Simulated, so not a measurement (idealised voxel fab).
process module | voxel wiring stack
cross-section cut | 165 nm wide | cells 5 nm
A cross-section is a grid of square cells, given in bands from the top down. A band is one or more rows of cells.
Each band's line starts with the height of the band's top and of its bottom, in nm. Then come its materials from left to right, each with its width in nm. One material with "throughout" fills the band from edge to edge. "air" is empty space.
Height 0 is the level under which the wafer as received is all one material. The lowest band goes on downwards, as in "0 down".
A width such as "30 to 40" changes by the same amount from each row of cells to the next, from the band's top row to its bottom row.
"no change" after a step means that no cell of the cross-section changed.
closed voids: empty space of 8 cells or more with no open way to the top, each as width x height at its distance from the left edge, in nm
after a step's settings: what the simulator itself notes on the step
overlay nm, on a step with a mask: how far to the right of its planned place the mask lay; to the left if negative
Each pair below shows a cross-section before one step and the cross-section after it, down to the lowest band that changed. The line under each pair gives the step between them, with its settings. The pairs can come from different runs of this module on the same starting wafer, so a pair continues from the pair above only where its "before" says so.
before
  0 down: Si throughout
  closed voids: none
after
  10 to 0: SiO2 throughout
  below 0: unchanged
  closed voids: none
the step between: op CONFORMAL_DEP | material SiO2 | thk nm 10
before: the cross-section after the pair above
after
  15 to 10: TiN throughout
  below 10: unchanged
  closed voids: none
the step between: op DIRECTIONAL_DEP | material TiN | thk nm 5
before: the cross-section after the pair above
after
  40 to 15: Ru throughout
  below 15: unchanged
  closed voids: none
the step between: op DIRECTIONAL_DEP | material Ru | thk nm 25
before: the cross-section after the pair above
after
  55 to 40: aC throughout
  below 40: unchanged
  closed voids: none
the step between: op DIRECTIONAL_DEP | material aC | thk nm 15
before: the cross-section after the pair above
after
  90 to 55: air 45 | resist 25 | air 20 | resist 25 | air 50
  below 55: unchanged
  closed voids: none
the step between: op PATTERN | tone cover | mask id METAL_1 | material resist | width nm 25 | pitch nm 45 | thk nm 35 | overlay nm 0
before: the cross-section after the pair above
after
  75 to 55: air 45 | resist 25 | air 20 | resist 25 | air 50
  55 to 40: air 45 | aC 25 | air 20 | aC 25 | air 50
  below 40: unchanged
  closed voids: none
the step between: op DIRECTIONAL_ETCH | etch materials aC | depth nm 15
before: the cross-section after the pair above
after
  55 to 40: air 45 | aC 25 | air 20 | aC 25 | air 50
  below 40: unchanged
  closed voids: none
the step between: op STRIP | etch materials resist
before: the cross-section after the pair above
after
  55 to 40: air 45 | aC 25 | air 20 | aC 25 | air 50
  40 to 15: air 45 | Ru 25 | air 20 | Ru 25 | air 50
  below 15: unchanged
  closed voids: none
the step between: op DIRECTIONAL_ETCH | etch materials Ru | depth nm 25
before: the cross-section after the pair above
after
  55 to 40: air 45 | aC 25 | air 20 | aC 25 | air 50
  40 to 15: air 45 | Ru 25 | air 20 | Ru 25 | air 50
  15 to 10: air 45 | TiN 25 | air 20 | TiN 25 | air 50
  below 10: unchanged
  closed voids: none
the step between: op DIRECTIONAL_ETCH | etch materials TiN | depth nm 5
before: the cross-section after the pair above
after
  40 to 15: air 45 | Ru 25 | air 20 | Ru 25 | air 50
  below 15: unchanged
  closed voids: none
the step between: op STRIP | etch materials aC
before: the cross-section after the pair above
after
  45 to 40: SiO2 throughout
  40 to 15: SiO2 45 | Ru 25 | SiO2 20 | Ru 25 | SiO2 50
  15 to 10: SiO2 45 | TiN 25 | SiO2 20 | TiN 25 | SiO2 50
  below 10: unchanged
  closed voids: none
the step between: op FILL_DEP | material SiO2 | thk nm 5
before: the cross-section after the pair above
after
  40 to 15: SiO2 45 | Ru 25 | SiO2 20 | Ru 25 | SiO2 50
  below 15: unchanged
  closed voids: none
the step between: op CMP | height nm 40
before: the cross-section after the pair above
after
  45 to 40: SiCN throughout
  below 40: unchanged
  closed voids: none
the step between: op CONFORMAL_DEP | material SiCN | thk nm 5
before: the cross-section after the pair above
after
  60 to 45: SiO2 throughout
  below 45: unchanged
  closed voids: none
the step between: op DIRECTIONAL_DEP | material SiO2 | thk nm 15
before: the cross-section after the pair above
after
  70 to 60: aC throughout
  below 60: unchanged
  closed voids: none
the step between: op DIRECTIONAL_DEP | material aC | thk nm 10
before: the cross-section after the pair above
after
  100 to 70: resist 45 | air 15 | resist 105
  below 70: unchanged
  closed voids: none
the step between: op PATTERN | tone open | mask id PLUG_1 | material resist | width nm 15 | thk nm 30 | overlay nm 0
before: the cross-section after the pair above
after
  90 to 70: resist 45 | air 15 | resist 105
  70 to 60: aC 45 | air 15 | aC 105
  below 60: unchanged
  closed voids: none
the step between: op DIRECTIONAL_ETCH | etch materials aC | depth nm 10
before: the cross-section after the pair above
after
  70 to 60: aC 45 | air 15 | aC 105
  below 60: unchanged
  closed voids: none
the step between: op STRIP | etch materials resist
before: the cross-section after the pair above
after
  70 to 60: aC 45 | air 15 | aC 105
  60 to 45: SiO2 45 | air 15 | SiO2 105
  below 45: unchanged
  closed voids: none
the step between: op DIRECTIONAL_ETCH | etch materials SiO2 | depth nm 15
before: the cross-section after the pair above
after
  70 to 60: aC 45 | air 15 | aC 105
  60 to 45: SiO2 45 | air 15 | SiO2 105
  45 to 40: SiCN 45 | air 15 | SiCN 105
  below 40: unchanged
  closed voids: none
the step between: op DIRECTIONAL_ETCH | etch materials SiCN | depth nm 5
before: the cross-section after the pair above
after
  60 to 45: SiO2 45 | air 15 | SiO2 105
  below 45: unchanged
  closed voids: none
the step between: op STRIP | etch materials aC
before: the cross-section after the pair above
after
  65 to 60: TiN 50 | air 5 | TiN 110
  60 to 45: SiO2 45 | TiN 5 | air 5 | TiN 5 | SiO2 105
  45 to 40: SiCN 45 | TiN 15 | SiCN 105
  below 40: unchanged
  closed voids: none
the step between: op CONFORMAL_DEP | material TiN | thk nm 5
before: the cross-section after the pair above
after
  75 to 65: W throughout
  65 to 60: TiN 50 | W 5 | TiN 110
  60 to 45: SiO2 45 | TiN 5 | W 5 | TiN 5 | SiO2 105
  below 45: unchanged
  closed voids: none
the step between: op FILL_DEP | material W | thk nm 10
before: the cross-section after the pair above
after
  60 to 45: SiO2 45 | TiN 5 | W 5 | TiN 5 | SiO2 105
  below 45: unchanged
  closed voids: none
the step between: op CMP | height nm 60
before: the cross-section after the pair above
after
  65 to 60: TiN throughout
  below 60: unchanged
  closed voids: none
the step between: op DIRECTIONAL_DEP | material TiN | thk nm 5
before: the cross-section after the pair above
after
  85 to 65: W throughout
  below 65: unchanged
  closed voids: none
the step between: op DIRECTIONAL_DEP | material W | thk nm 20
before: the cross-section after the pair above
after
  95 to 85: aC throughout
  below 85: unchanged
  closed voids: none
the step between: op DIRECTIONAL_DEP | material aC | thk nm 10
before: the cross-section after the pair above
after
  125 to 95: air 45 | resist 25 | air 20 | resist 25 | air 50
  below 95: unchanged
  closed voids: none
the step between: op PATTERN | tone cover | mask id METAL_2 | material resist | width nm 25 | pitch nm 45 | thk nm 30 | overlay nm 0
before: the cross-section after the pair above
after
  115 to 95: air 45 | resist 25 | air 20 | resist 25 | air 50
  95 to 85: air 45 | aC 25 | air 20 | aC 25 | air 50
  below 85: unchanged
  closed voids: none
the step between: op DIRECTIONAL_ETCH | etch materials aC | depth nm 10
before: the cross-section after the pair above
after
  95 to 85: air 45 | aC 25 | air 20 | aC 25 | air 50
  below 85: unchanged
  closed voids: none
the step between: op STRIP | etch materials resist
before: the cross-section after the pair above
after
  95 to 85: air 45 | aC 25 | air 20 | aC 25 | air 50
  85 to 65: air 45 | W 25 | air 20 | W 25 | air 50
  below 65: unchanged
  closed voids: none
the step between: op DIRECTIONAL_ETCH | etch materials W | depth nm 20
before: the cross-section after the pair above
after
  95 to 85: air 45 | aC 25 | air 20 | aC 25 | air 50
  85 to 65: air 45 | W 25 | air 20 | W 25 | air 50
  65 to 60: air 45 | TiN 25 | air 20 | TiN 25 | air 50
  below 60: unchanged
  closed voids: none
the step between: op DIRECTIONAL_ETCH | etch materials TiN | depth nm 5
before: the cross-section after the pair above
after
  85 to 65: air 45 | W 25 | air 20 | W 25 | air 50
  below 65: unchanged
  closed voids: none
the step between: op STRIP | etch materials aC
before: the cross-section after the pair above
after
  90 to 85: air 40 | SiCN 35 | air 10 | SiCN 35 | air 45
  85 to 65: air 40 | SiCN 5 | W 25 | SiCN 5 | air 10 | SiCN 5 | W 25 | SiCN 5 | air 45
  65 to 60: SiCN 45 | TiN 25 | SiCN 20 | TiN 25 | SiCN 50
  below 60: unchanged
  closed voids: none
the step between: op CONFORMAL_DEP | material SiCN | thk nm 5
before: the cross-section after the pair above
after
  95 to 90: SiO2 throughout
  90 to 85: SiO2 40 | SiCN 35 | SiO2 10 | SiCN 35 | SiO2 45
  85 to 65: SiO2 40 | SiCN 5 | W 25 | SiCN 5 | SiO2 10 | SiCN 5 | W 25 | SiCN 5 | SiO2 45
  below 65: unchanged
  closed voids: none
the step between: op FILL_DEP | material SiO2 | thk nm 5
before: the cross-section after the pair above
after
  85 to 65: SiO2 40 | SiCN 5 | W 25 | SiCN 5 | SiO2 10 | SiCN 5 | W 25 | SiCN 5 | SiO2 45
  below 65: unchanged
  closed voids: none
the step between: op CMP | height nm 85
before: the cross-section after the pair above
after
  90 to 85: SiCN throughout
  below 85: unchanged
  closed voids: none
the step between: op CONFORMAL_DEP | material SiCN | thk nm 5
before
  10 to 0: SiO2 throughout
  0 down: Si throughout
  closed voids: none
after
  35 to 10: Ru throughout
  below 10: unchanged
  closed voids: none
the step between: op DIRECTIONAL_DEP | material Ru | thk nm 25
before: the cross-section after the pair above
after
  50 to 35: aC throughout
  below 35: unchanged
  closed voids: none
the step between: op DIRECTIONAL_DEP | material aC | thk nm 15
before: the cross-section after the pair above
after
  85 to 50: air 45 | resist 25 | air 20 | resist 25 | air 50
  below 50: unchanged
  closed voids: none
the step between: op PATTERN | tone cover | mask id METAL_1 | material resist | width nm 25 | pitch nm 45 | thk nm 35 | overlay nm 0
before: the cross-section after the pair above
after
  70 to 50: air 45 | resist 25 | air 20 | resist 25 | air 50
  50 to 35: air 45 | aC 25 | air 20 | aC 25 | air 50
  below 35: unchanged
  closed voids: none
the step between: op DIRECTIONAL_ETCH | etch materials aC | depth nm 15
before: the cross-section after the pair above
after
  50 to 35: air 45 | aC 25 | air 20 | aC 25 | air 50
  below 35: unchanged
  closed voids: none
the step between: op STRIP | etch materials resist
before: the cross-section after the pair above
after
  50 to 35: air 45 | aC 25 | air 20 | aC 25 | air 50
  35 to 10: air 45 | Ru 25 | air 20 | Ru 25 | air 50
  below 10: unchanged
  closed voids: none
the step between: op DIRECTIONAL_ETCH | etch materials Ru | depth nm 25
before: the cross-section after the pair above
after
  35 to 10: air 45 | Ru 25 | air 20 | Ru 25 | air 50
  below 10: unchanged
  closed voids: none
the step between: op STRIP | etch materials aC
before: the cross-section after the pair above
after
  40 to 35: SiO2 throughout
  35 to 10: SiO2 45 | Ru 25 | SiO2 20 | Ru 25 | SiO2 50
  below 10: unchanged
  closed voids: none
the step between: op FILL_DEP | material SiO2 | thk nm 5
before: the cross-section after the pair above
after
  45 to 40: SiCN throughout
  below 40: unchanged
  closed voids: none
the step between: op CONFORMAL_DEP | material SiCN | thk nm 5
before: the cross-section after the pair above
after
  60 to 45: SiO2 throughout
  below 45: unchanged
  closed voids: none
the step between: op DIRECTIONAL_DEP | material SiO2 | thk nm 15
before: the cross-section after the pair above
after
  70 to 60: aC throughout
  below 60: unchanged
  closed voids: none
the step between: op DIRECTIONAL_DEP | material aC | thk nm 10
before: the cross-section after the pair above
after
  100 to 70: resist 45 | air 15 | resist 105
  below 70: unchanged
  closed voids: none
the step between: op PATTERN | tone open | mask id PLUG_1 | material resist | width nm 15 | thk nm 30 | overlay nm 0
before: the cross-section after the pair above
after
  90 to 70: resist 45 | air 15 | resist 105
  70 to 60: aC 45 | air 15 | aC 105
  below 60: unchanged
  closed voids: none
the step between: op DIRECTIONAL_ETCH | etch materials aC | depth nm 10
before: the cross-section after the pair above
after
  70 to 60: aC 45 | air 15 | aC 105
  below 60: unchanged
  closed voids: none
the step between: op STRIP | etch materials resist
before: the cross-section after the pair above
after
  70 to 60: aC 45 | air 15 | aC 105
  60 to 45: SiO2 45 | air 15 | SiO2 105
  below 45: unchanged
  closed voids: none
the step between: op DIRECTIONAL_ETCH | etch materials SiO2 | depth nm 15
before: the cross-section after the pair above
after
  70 to 60: aC 45 | air 15 | aC 105
  60 to 45: SiO2 45 | air 15 | SiO2 105
  45 to 40: SiCN 45 | air 15 | SiCN 105
  below 40: unchanged
  closed voids: none
the step between: op DIRECTIONAL_ETCH | etch materials SiCN | depth nm 5
before: the cross-section after the pair above
after
  60 to 45: SiO2 45 | air 15 | SiO2 105
  below 45: unchanged
  closed voids: none
the step between: op STRIP | etch materials aC
before: the cross-section after the pair above
after
  65 to 60: TiN 50 | air 5 | TiN 110
  60 to 45: SiO2 45 | TiN 5 | air 5 | TiN 5 | SiO2 105
  45 to 40: SiCN 45 | TiN 15 | SiCN 105
  below 40: unchanged
  closed voids: none
the step between: op CONFORMAL_DEP | material TiN | thk nm 5
before: the cross-section after the pair above
after
  75 to 65: W throughout
  65 to 60: TiN 50 | W 5 | TiN 110
  60 to 45: SiO2 45 | TiN 5 | W 5 | TiN 5 | SiO2 105
  below 45: unchanged
  closed voids: none
the step between: op FILL_DEP | material W | thk nm 10
before: the cross-section after the pair above
after
  60 to 45: SiO2 45 | TiN 5 | W 5 | TiN 5 | SiO2 105
  below 45: unchanged
  closed voids: none
the step between: op CMP | height nm 60
before: the cross-section after the pair above
after
  65 to 60: TiN throughout
  below 60: unchanged
  closed voids: none
the step between: op DIRECTIONAL_DEP | material TiN | thk nm 5
before: the cross-section after the pair above
after
  85 to 65: W throughout
  below 65: unchanged
  closed voids: none
the step between: op DIRECTIONAL_DEP | material W | thk nm 20
before: the cross-section after the pair above
after
  95 to 85: aC throughout
  below 85: unchanged
  closed voids: none
the step between: op DIRECTIONAL_DEP | material aC | thk nm 10
before: the cross-section after the pair above
after
  125 to 95: air 45 | resist 25 | air 20 | resist 25 | air 50
  below 95: unchanged
  closed voids: none
the step between: op PATTERN | tone cover | mask id METAL_2 | material resist | width nm 25 | pitch nm 45 | thk nm 30 | overlay nm 0
before: the cross-section after the pair above
after
  115 to 95: air 45 | resist 25 | air 20 | resist 25 | air 50
  95 to 85: air 45 | aC 25 | air 20 | aC 25 | air 50
  below 85: unchanged
  closed voids: none
the step between: op DIRECTIONAL_ETCH | etch materials aC | depth nm 10
before: the cross-section after the pair above
after
  95 to 85: air 45 | aC 25 | air 20 | aC 25 | air 50
  below 85: unchanged
  closed voids: none
the step between: op STRIP | etch materials resist
before: the cross-section after the pair above
after
  95 to 85: air 45 | aC 25 | air 20 | aC 25 | air 50
  85 to 65: air 45 | W 25 | air 20 | W 25 | air 50
  below 65: unchanged
  closed voids: none
the step between: op DIRECTIONAL_ETCH | etch materials W | depth nm 20
before: the cross-section after the pair above
after
  95 to 85: air 45 | aC 25 | air 20 | aC 25 | air 50
  85 to 65: air 45 | W 25 | air 20 | W 25 | air 50
  65 to 60: air 45 | TiN 25 | air 20 | TiN 25 | air 50
  below 60: unchanged
  closed voids: none
the step between: op DIRECTIONAL_ETCH | etch materials TiN | depth nm 5
before: the cross-section after the pair above
after
  85 to 65: air 45 | W 25 | air 20 | W 25 | air 50
  below 65: unchanged
  closed voids: none
the step between: op STRIP | etch materials aC
before: the cross-section after the pair above
after
  90 to 85: air 40 | SiCN 35 | air 10 | SiCN 35 | air 45
  85 to 65: air 40 | SiCN 5 | W 25 | SiCN 5 | air 10 | SiCN 5 | W 25 | SiCN 5 | air 45
  65 to 60: SiCN 45 | TiN 25 | SiCN 20 | TiN 25 | SiCN 50
  below 60: unchanged
  closed voids: none
the step between: op CONFORMAL_DEP | material SiCN | thk nm 5
before: the cross-section after the pair above
after
  95 to 90: SiO2 throughout
  90 to 85: SiO2 40 | SiCN 35 | SiO2 10 | SiCN 35 | SiO2 45
  85 to 65: SiO2 40 | SiCN 5 | W 25 | SiCN 5 | SiO2 10 | SiCN 5 | W 25 | SiCN 5 | SiO2 45
  below 65: unchanged
  closed voids: none
the step between: op FILL_DEP | material SiO2 | thk nm 5
before: the cross-section after the pair above
after
  85 to 65: SiO2 40 | SiCN 5 | W 25 | SiCN 5 | SiO2 10 | SiCN 5 | W 25 | SiCN 5 | SiO2 45
  below 65: unchanged
  closed voids: none
the step between: op CMP | height nm 85
before: the cross-section after the pair above
after
  90 to 85: SiCN throughout
  below 85: unchanged
  closed voids: none
the step between: op CONFORMAL_DEP | material SiCN | thk nm 5
before
  35 to 10: Ru throughout
  10 to 0: SiO2 throughout
  0 down: Si throughout
  closed voids: none
after
  40 to 35: TiN throughout
  below 35: unchanged
  closed voids: none
the step between: op DIRECTIONAL_DEP | material TiN | thk nm 5
before: the cross-section after the pair above
after
  55 to 40: aC throughout
  below 40: unchanged
  closed voids: none
the step between: op DIRECTIONAL_DEP | material aC | thk nm 15
before: the cross-section after the pair above
after
  90 to 55: air 45 | resist 25 | air 20 | resist 25 | air 50
  below 55: unchanged
  closed voids: none
the step between: op PATTERN | tone cover | mask id METAL_1 | material resist | width nm 25 | pitch nm 45 | thk nm 35 | overlay nm 0
before: the cross-section after the pair above
after
  75 to 55: air 45 | resist 25 | air 20 | resist 25 | air 50
  55 to 40: air 45 | aC 25 | air 20 | aC 25 | air 50
  below 40: unchanged
  closed voids: none
the step between: op DIRECTIONAL_ETCH | etch materials aC | depth nm 15
before: the cross-section after the pair above
after
  55 to 40: air 45 | aC 25 | air 20 | aC 25 | air 50
  below 40: unchanged
  closed voids: none
the step between: op STRIP | etch materials resist
before: the cross-section after the pair above
after
  55 to 40: air 45 | aC 25 | air 20 | aC 25 | air 50
  40 to 35: air 45 | TiN 25 | air 20 | TiN 25 | air 50
  below 35: unchanged
  closed voids: none
the step between: op DIRECTIONAL_ETCH | etch materials TiN | depth nm 5
before: the cross-section after the pair above
after
  40 to 35: air 45 | TiN 25 | air 20 | TiN 25 | air 50
  below 35: unchanged
  closed voids: none
the step between: op STRIP | etch materials aC
before: the cross-section after the pair above
after
  45 to 40: SiO2 throughout
  40 to 35: SiO2 45 | TiN 25 | SiO2 20 | TiN 25 | SiO2 50
  below 35: unchanged
  closed voids: none
the step between: op FILL_DEP | material SiO2 | thk nm 5
before: the cross-section after the pair above
after
  40 to 35: SiO2 45 | TiN 25 | SiO2 20 | TiN 25 | SiO2 50
  below 35: unchanged
  closed voids: none
the step between: op CMP | height nm 40
before: the cross-section after the pair above
after
  45 to 40: SiCN throughout
  below 40: unchanged
  closed voids: none
the step between: op CONFORMAL_DEP | material SiCN | thk nm 5
before: the cross-section after the pair above
after
  60 to 45: SiO2 throughout
  below 45: unchanged
  closed voids: none
the step between: op DIRECTIONAL_DEP | material SiO2 | thk nm 15
before: the cross-section after the pair above
after
  70 to 60: aC throughout
  below 60: unchanged
  closed voids: none
the step between: op DIRECTIONAL_DEP | material aC | thk nm 10
before: the cross-section after the pair above
after
  100 to 70: resist 45 | air 15 | resist 105
  below 70: unchanged
  closed voids: none
the step between: op PATTERN | tone open | mask id PLUG_1 | material resist | width nm 15 | thk nm 30 | overlay nm 0
before: the cross-section after the pair above
after
  90 to 70: resist 45 | air 15 | resist 105
  70 to 60: aC 45 | air 15 | aC 105
  below 60: unchanged
  closed voids: none
the step between: op DIRECTIONAL_ETCH | etch materials aC | depth nm 10
before: the cross-section after the pair above
after
  70 to 60: aC 45 | air 15 | aC 105
  below 60: unchanged
  closed voids: none
the step between: op STRIP | etch materials resist
before: the cross-section after the pair above
after
  70 to 60: aC 45 | air 15 | aC 105
  60 to 45: SiO2 45 | air 15 | SiO2 105
  below 45: unchanged
  closed voids: none
the step between: op DIRECTIONAL_ETCH | etch materials SiO2 | depth nm 15
before: the cross-section after the pair above
after
  70 to 60: aC 45 | air 15 | aC 105
  60 to 45: SiO2 45 | air 15 | SiO2 105
  45 to 40: SiCN 45 | air 15 | SiCN 105
  below 40: unchanged
  closed voids: none
the step between: op DIRECTIONAL_ETCH | etch materials SiCN | depth nm 5
before: the cross-section after the pair above
after
  60 to 45: SiO2 45 | air 15 | SiO2 105
  below 45: unchanged
  closed voids: none
the step between: op STRIP | etch materials aC
before: the cross-section after the pair above
after
  65 to 60: TiN 50 | air 5 | TiN 110
  60 to 45: SiO2 45 | TiN 5 | air 5 | TiN 5 | SiO2 105
  45 to 40: SiCN 45 | TiN 15 | SiCN 105
  below 40: unchanged
  closed voids: none
the step between: op CONFORMAL_DEP | material TiN | thk nm 5
before: the cross-section after the pair above
after
  75 to 65: W throughout
  65 to 60: TiN 50 | W 5 | TiN 110
  60 to 45: SiO2 45 | TiN 5 | W 5 | TiN 5 | SiO2 105
  below 45: unchanged
  closed voids: none
the step between: op FILL_DEP | material W | thk nm 10
before: the cross-section after the pair above
after
  60 to 45: SiO2 45 | TiN 5 | W 5 | TiN 5 | SiO2 105
  below 45: unchanged
  closed voids: none
the step between: op CMP | height nm 60
before: the cross-section after the pair above
after
  65 to 60: TiN throughout
  below 60: unchanged
  closed voids: none
the step between: op DIRECTIONAL_DEP | material TiN | thk nm 5
before: the cross-section after the pair above
after
  85 to 65: W throughout
  below 65: unchanged
  closed voids: none
the step between: op DIRECTIONAL_DEP | material W | thk nm 20
before: the cross-section after the pair above
after
  95 to 85: aC throughout
  below 85: unchanged
  closed voids: none
the step between: op DIRECTIONAL_DEP | material aC | thk nm 10
before: the cross-section after the pair above
after
  125 to 95: air 45 | resist 25 | air 20 | resist 25 | air 50
  below 95: unchanged
  closed voids: none
the step between: op PATTERN | tone cover | mask id METAL_2 | material resist | width nm 25 | pitch nm 45 | thk nm 30 | overlay nm 0
before: the cross-section after the pair above
after
  115 to 95: air 45 | resist 25 | air 20 | resist 25 | air 50
  95 to 85: air 45 | aC 25 | air 20 | aC 25 | air 50
  below 85: unchanged
  closed voids: none
the step between: op DIRECTIONAL_ETCH | etch materials aC | depth nm 10
before: the cross-section after the pair above
after
  95 to 85: air 45 | aC 25 | air 20 | aC 25 | air 50
  below 85: unchanged
  closed voids: none
the step between: op STRIP | etch materials resist
before: the cross-section after the pair above
after
  95 to 85: air 45 | aC 25 | air 20 | aC 25 | air 50
  85 to 65: air 45 | W 25 | air 20 | W 25 | air 50
  below 65: unchanged
  closed voids: none
the step between: op DIRECTIONAL_ETCH | etch materials W | depth nm 20
before: the cross-section after the pair above
after
  95 to 85: air 45 | aC 25 | air 20 | aC 25 | air 50
  85 to 65: air 45 | W 25 | air 20 | W 25 | air 50
  65 to 60: air 45 | TiN 25 | air 20 | TiN 25 | air 50
  below 60: unchanged
  closed voids: none
the step between: op DIRECTIONAL_ETCH | etch materials TiN | depth nm 5
before: the cross-section after the pair above
after
  85 to 65: air 45 | W 25 | air 20 | W 25 | air 50
  below 65: unchanged
  closed voids: none
the step between: op STRIP | etch materials aC
before: the cross-section after the pair above
after
  90 to 85: air 40 | SiCN 35 | air 10 | SiCN 35 | air 45
  85 to 65: air 40 | SiCN 5 | W 25 | SiCN 5 | air 10 | SiCN 5 | W 25 | SiCN 5 | air 45
  65 to 60: SiCN 45 | TiN 25 | SiCN 20 | TiN 25 | SiCN 50
  below 60: unchanged
  closed voids: none
the step between: op CONFORMAL_DEP | material SiCN | thk nm 5
before: the cross-section after the pair above
after
  95 to 90: SiO2 throughout
  90 to 85: SiO2 40 | SiCN 35 | SiO2 10 | SiCN 35 | SiO2 45
  85 to 65: SiO2 40 | SiCN 5 | W 25 | SiCN 5 | SiO2 10 | SiCN 5 | W 25 | SiCN 5 | SiO2 45
  below 65: unchanged
  closed voids: none
the step between: op FILL_DEP | material SiO2 | thk nm 5
before: the cross-section after the pair above
after
  85 to 65: SiO2 40 | SiCN 5 | W 25 | SiCN 5 | SiO2 10 | SiCN 5 | W 25 | SiCN 5 | SiO2 45
  below 65: unchanged
  closed voids: none
the step between: op CMP | height nm 85
before: the cross-section after the pair above
after
  90 to 85: SiCN throughout
  below 85: unchanged
  closed voids: none
the step between: op CONFORMAL_DEP | material SiCN | thk nm 5
before
  95 to 90: SiO2 throughout
  90 to 85: SiO2 40 | SiCN 35 | SiO2 10 | SiCN 35 | SiO2 45
  85 to 65: SiO2 40 | SiCN 5 | W 25 | SiCN 5 | SiO2 10 | SiCN 5 | W 25 | SiCN 5 | SiO2 45
  65 to 60: SiCN 45 | TiN 25 | SiCN 20 | TiN 25 | SiCN 50
  60 to 45: SiO2 45 | TiN 5 | W 5 | TiN 5 | SiO2 105
  45 to 40: SiCN 45 | TiN 15 | SiCN 105
  40 to 15: SiO2 45 | Ru 25 | SiO2 20 | Ru 25 | SiO2 50
  15 to 10: SiO2 45 | TiN 25 | SiO2 20 | TiN 25 | SiO2 50
  10 to 0: SiO2 throughout
  0 down: Si throughout
  closed voids: none
after
  90 to 85: SiO2 40 | SiCN 35 | SiO2 10 | SiCN 35 | SiO2 45
  below 85: unchanged
  closed voids: none
the step between: op CMP | height nm 90
before: the cross-section after the pair above
after
  95 to 90: SiCN throughout
  below 90: unchanged
  closed voids: none
the step between: op CONFORMAL_DEP | material SiCN | thk nm 5
before
  55 to 40: aC throughout
  40 to 15: Ru throughout
  15 to 10: TiN throughout
  10 to 0: SiO2 throughout
  0 down: Si throughout
  closed voids: none
after
  90 to 55: air 45 | resist 30 | air 15 | resist 30 | air 45
  below 55: unchanged
  closed voids: none
the step between: op PATTERN | tone cover | mask id METAL_1 | material resist | width nm 30 | pitch nm 45 | thk nm 35 | overlay nm 0
before: the cross-section after the pair above
after
  75 to 55: air 45 | resist 30 | air 15 | resist 30 | air 45
  55 to 40: air 45 | aC 30 | air 15 | aC 30 | air 45
  below 40: unchanged
  closed voids: none
the step between: op DIRECTIONAL_ETCH | etch materials aC | depth nm 15
before: the cross-section after the pair above
after
  55 to 40: air 45 | aC 30 | air 15 | aC 30 | air 45
  below 40: unchanged
  closed voids: none
the step between: op STRIP | etch materials resist
before: the cross-section after the pair above
after
  55 to 40: air 45 | aC 30 | air 15 | aC 30 | air 45
  40 to 15: air 45 | Ru 30 | air 15 | Ru 30 | air 45
  below 15: unchanged
  closed voids: none
the step between: op DIRECTIONAL_ETCH | etch materials Ru | depth nm 25
before: the cross-section after the pair above
after
  55 to 40: air 45 | aC 30 | air 15 | aC 30 | air 45
  40 to 15: air 45 | Ru 30 | air 15 | Ru 30 | air 45
  15 to 10: air 45 | TiN 30 | air 15 | TiN 30 | air 45
  below 10: unchanged
  closed voids: none
the step between: op DIRECTIONAL_ETCH | etch materials TiN | depth nm 5
before: the cross-section after the pair above
after
  40 to 15: air 45 | Ru 30 | air 15 | Ru 30 | air 45
  below 15: unchanged
  closed voids: none
the step between: op STRIP | etch materials aC
before: the cross-section after the pair above
after
  45 to 40: SiO2 throughout
  40 to 15: SiO2 45 | Ru 30 | SiO2 15 | Ru 30 | SiO2 45
  15 to 10: SiO2 45 | TiN 30 | SiO2 15 | TiN 30 | SiO2 45
  below 10: unchanged
  closed voids: none
the step between: op FILL_DEP | material SiO2 | thk nm 5
before: the cross-section after the pair above
after
  40 to 15: SiO2 45 | Ru 30 | SiO2 15 | Ru 30 | SiO2 45
  below 15: unchanged
  closed voids: none
the step between: op CMP | height nm 40
before: the cross-section after the pair above
after
  45 to 40: SiCN throughout
  below 40: unchanged
  closed voids: none
the step between: op CONFORMAL_DEP | material SiCN | thk nm 5
before: the cross-section after the pair above
after
  60 to 45: SiO2 throughout
  below 45: unchanged
  closed voids: none
the step between: op DIRECTIONAL_DEP | material SiO2 | thk nm 15
before: the cross-section after the pair above
after
  70 to 60: aC throughout
  below 60: unchanged
  closed voids: none
the step between: op DIRECTIONAL_DEP | material aC | thk nm 10
before: the cross-section after the pair above
after
  100 to 70: resist 45 | air 15 | resist 105
  below 70: unchanged
  closed voids: none
the step between: op PATTERN | tone open | mask id PLUG_1 | material resist | width nm 15 | thk nm 30 | overlay nm 0
before: the cross-section after the pair above
after
  90 to 70: resist 45 | air 15 | resist 105
  70 to 60: aC 45 | air 15 | aC 105
  below 60: unchanged
  closed voids: none
the step between: op DIRECTIONAL_ETCH | etch materials aC | depth nm 10
before: the cross-section after the pair above
after
  70 to 60: aC 45 | air 15 | aC 105
  below 60: unchanged
  closed voids: none
the step between: op STRIP | etch materials resist
before: the cross-section after the pair above
after
  70 to 60: aC 45 | air 15 | aC 105
  60 to 45: SiO2 45 | air 15 | SiO2 105
  below 45: unchanged
  closed voids: none
the step between: op DIRECTIONAL_ETCH | etch materials SiO2 | depth nm 15
before: the cross-section after the pair above
after
  70 to 60: aC 45 | air 15 | aC 105
  60 to 45: SiO2 45 | air 15 | SiO2 105
  45 to 40: SiCN 45 | air 15 | SiCN 105
  below 40: unchanged
  closed voids: none
the step between: op DIRECTIONAL_ETCH | etch materials SiCN | depth nm 5
before: the cross-section after the pair above
after
  60 to 45: SiO2 45 | air 15 | SiO2 105
  below 45: unchanged
  closed voids: none
the step between: op STRIP | etch materials aC
before: the cross-section after the pair above
after
  65 to 60: TiN 50 | air 5 | TiN 110
  60 to 45: SiO2 45 | TiN 5 | air 5 | TiN 5 | SiO2 105
  45 to 40: SiCN 45 | TiN 15 | SiCN 105
  below 40: unchanged
  closed voids: none
the step between: op CONFORMAL_DEP | material TiN | thk nm 5
before: the cross-section after the pair above
after
  75 to 65: W throughout
  65 to 60: TiN 50 | W 5 | TiN 110
  60 to 45: SiO2 45 | TiN 5 | W 5 | TiN 5 | SiO2 105
  below 45: unchanged
  closed voids: none
the step between: op FILL_DEP | material W | thk nm 10
before: the cross-section after the pair above
after
  60 to 45: SiO2 45 | TiN 5 | W 5 | TiN 5 | SiO2 105
  below 45: unchanged
  closed voids: none
the step between: op CMP | height nm 60
before: the cross-section after the pair above
after
  65 to 60: TiN throughout
  below 60: unchanged
  closed voids: none
the step between: op DIRECTIONAL_DEP | material TiN | thk nm 5
before: the cross-section after the pair above
after
  85 to 65: W throughout
  below 65: unchanged
  closed voids: none
the step between: op DIRECTIONAL_DEP | material W | thk nm 20
before: the cross-section after the pair above
after
  95 to 85: aC throughout
  below 85: unchanged
  closed voids: none
the step between: op DIRECTIONAL_DEP | material aC | thk nm 10
before: the cross-section after the pair above
after
  125 to 95: air 45 | resist 25 | air 20 | resist 25 | air 50
  below 95: unchanged
  closed voids: none
the step between: op PATTERN | tone cover | mask id METAL_2 | material resist | width nm 25 | pitch nm 45 | thk nm 30 | overlay nm 0
